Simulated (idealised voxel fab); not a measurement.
The following process module bears the name voxel air gaps.
Cross-section cut spans 235 nm and uses square cells 5 nm in size.
Just so we're on the same page, the cross-sections are grids of square cells, and they're listed out in bands top to bottom, each band one or more rows deep.
First you get the band's top height and its bottom height, in nm, and then the materials it's made of, left to right, with each width in nm. If you see a single material with "everywhere", that one covers the band edge to edge. "empty" is empty space.
Heights are reckoned from 0. Under this level, the received wafer is all of one material. The bottommost band is open-ended downward, for example "0 -> down".
A width such as "30->40" changes by the same amount from each row of cells to the next, from the band's top row to its bottom row.
"nothing altered" means the step left every cell of the cross-section as it was.
Reported under the label "Sealed-off cavities" are the empty spaces having no open way to the top and comprising 8 cells or more; the notation for each is width x height at distance, in which the distance is measured from the left edge and all three values are in nm.
On each step's line, the part that comes after the settings is the simulator's own comment on the step.
A step line may carry the setting "overlay nm", which, for steps involving a mask, states the distance by which the mask lay to the right of its intended position; negative values denote displacement to the left.
-- Planned step list for the process
1: RECEIVE (material Si)
2: CONFORMAL_DEP (material SiO2; thk nm 10)
3: CONFORMAL_DEP (material SiN; thk nm 5)
4: DIRECTIONAL_DEP (material SiO2; thk nm 40)
5: DIRECTIONAL_DEP (material aC; thk nm 15)
6: PATTERN (tone open; mask id LINES; material resist; width nm 25; pitch nm 55; thk nm 30; overlay nm 0)
7: DIRECTIONAL_ETCH (etch materials aC; depth nm 15)
8: STRIP (etch materials resist)
9: DIRECTIONAL_ETCH (etch materials SiO2; depth nm 40)
10: STRIP (etch materials aC)
11: CONFORMAL_DEP (material TiN; thk nm 5)
12: FILL_DEP (material Cu; thk nm 5)
13: CMP (height nm 55)
14: EPI (material Ru; thk nm 10)
15: SELECTIVE_ETCH (etch materials SiO2; depth nm 50)
16: CONFORMAL_DEP (material SiCN; thk nm 5)
-- Wafer cross-section on receipt, i.e. after step 1
* 0 -> down = Si everywhere
* Sealed-off cavities: none
-- Figure: cross-sectional view of the wafer upon completion of the module, processed from the initial state and according to the plan depicted above, with one error introduced during execution
* 70 -> 65 = empty 10  SiCN 220  empty 5
* 65 -> 55 = empty 10  SiCN 5  Ru 45  SiCN 10  Ru 45  SiCN 10  Ru 45  SiCN 10  Ru 45  SiCN 5  empty 5
* 55 -> 50 = empty 10  SiCN 15  TiN 5  Cu 15  TiN 5  SiCN 30  TiN 5  Cu 15  TiN 5  SiCN 30  TiN 5  Cu 15  TiN 5  SiCN 30  TiN 5  Cu 15  TiN 5  SiCN 15  empty 5
* 50 -> 20 = empty 20  SiCN 5  TiN 5  Cu 15  TiN 5  SiCN 5  empty 20  SiCN 5  TiN 5  Cu 15  TiN 5  SiCN 5  empty 20  SiCN 5  TiN 5  Cu 15  TiN 5  SiCN 5  empty 20  SiCN 5  TiN 5  Cu 15  TiN 5  SiCN 5  empty 15
* 20 -> 15 = SiCN 25  TiN 25  SiCN 30  TiN 25  SiCN 30  TiN 25  SiCN 30  TiN 25  SiCN 20
* 15 -> 10 = SiN everywhere
* 10 -> 0 = SiO2 everywhere
* 0 -> down = Si everywhere
* Sealed-off cavities: 20 x 30 at 55; 20 x 30 at 110; 20 x 30 at 165
Heads up, the wafer didn't run the way we planned it: step 6 off recipe, ran as PATTERN (tone open; mask id LINES; material resist; width nm 25; pitch nm 55; thk nm 30; overlay nm 5)
